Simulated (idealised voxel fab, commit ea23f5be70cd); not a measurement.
Process module name: voxel spacer lines
Pictured: cross-section cut, 200 nm wide, on a grid of 5 nm square cells.
If you're reading a cross-section in this doc, picture square cells in a grid; it comes to you as bands, top ones listed first down to the bottom, and a band can be one or more rows of cells. First you get the band's top height and its bottom height, in nm, and then the materials it's made of, left to right, with each width in nm. If you see a single material with "edge to edge", that one covers the band edge to edge. "air" is empty space. Note: height 0 marks the level under which the wafer is uniformly one material as received. Lowest band unbounded below, written "from 0 down". Think of "30..40" as a width that walks from the first number to the second as you go down the band, top row to bottom row, taking equal-sized steps from row to row. Step marked "remained the same"? Then no cell in the cross-section changed in it. Entry "Listed closed voids". Content: empty spaces with no open connection to the top, size 8 cells or greater. Each: width x height at distance. Distance: from left edge. Unit: nm. It should be noted that, on the line of a given step, the content following the step's settings is a remark produced by the simulator itself with respect to that step. overlay nm: step with mask; distance mask lay right of planned place; negative value = left of planned place.
Process steps (planned):
1 RECEIVE with material Si
2 CONFORMAL_DEP with material Al2O3, thk nm 10
3 DIRECTIONAL_DEP with material TiN, thk nm 20
4 DIRECTIONAL_DEP with material polySi, thk nm 30
5 PATTERN with tone cover, mask id MANDREL, material resist, width nm 20, pitch nm 60, thk nm 35, overlay nm -15
6 DIRECTIONAL_ETCH with etch materials polySi, depth nm 30
7 STRIP with etch materials resist
8 CONFORMAL_DEP with material SiO2, thk nm 10
9 DIRECTIONAL_ETCH with etch materials SiO2, depth nm 10
10 STRIP with etch materials polySi
11 DIRECTIONAL_ETCH with etch materials TiN, depth nm 20
12 STRIP with etch materials SiO2
13 FILL_DEP with material lowk, thk nm 5
14 CMP with height nm 30
Where the wafers of this document differ is in the overlay nm of step 5; they start out the same, and the plan states the value that applied to the first wafer.
first wafer as received, after step 1:
	from 0 down  Si edge to edge
	Listed closed voids: none
Once step 14, the last step, is complete, the module is at its end; this is the cross-section of the first of several wafers:
	from 30 to 10  35 of lowk  10 of TiN  20 of lowk  10 of TiN  20 of lowk  10 of TiN  20 of lowk  10 of TiN  65 of lowk
	from 10 to 0  Al2O3 edge to edge
	from 0 down  Si edge to edge
	Listed closed voids: none
Cross-section of the last wafer at end of module:
	from 30 to 10  65 of lowk  10 of TiN  20 of lowk  10 of TiN  20 of lowk  10 of TiN  20 of lowk  10 of TiN  35 of lowk
	from 10 to 0  Al2O3 edge to edge
	from 0 down  Si edge to edge
	Listed closed voids: none
Tabulated below, wafer by wafer, are the end-of-module results: for each material, the number of cells gained (+) or lost (-) relative to the as-received state, followed by the closed voids:
overlay nm -15, +80 Al2O3, +32 TiN, +128 lowk, Listed closed voids: none
overlay nm -10, +80 Al2O3, +32 TiN, +128 lowk, Listed closed voids: none
overlay nm -5, +80 Al2O3, +32 TiN, +128 lowk, Listed closed voids: none
overlay nm 0, +80 Al2O3, +32 TiN, +128 lowk, Listed closed voids: none
overlay nm 5, +80 Al2O3, +32 TiN, +128 lowk, Listed closed voids: none
overlay nm 10, +80 Al2O3, +32 TiN, +128 lowk, Listed closed voids: none
overlay nm 15, +80 Al2O3, +32 TiN, +128 lowk, Listed closed voids: none
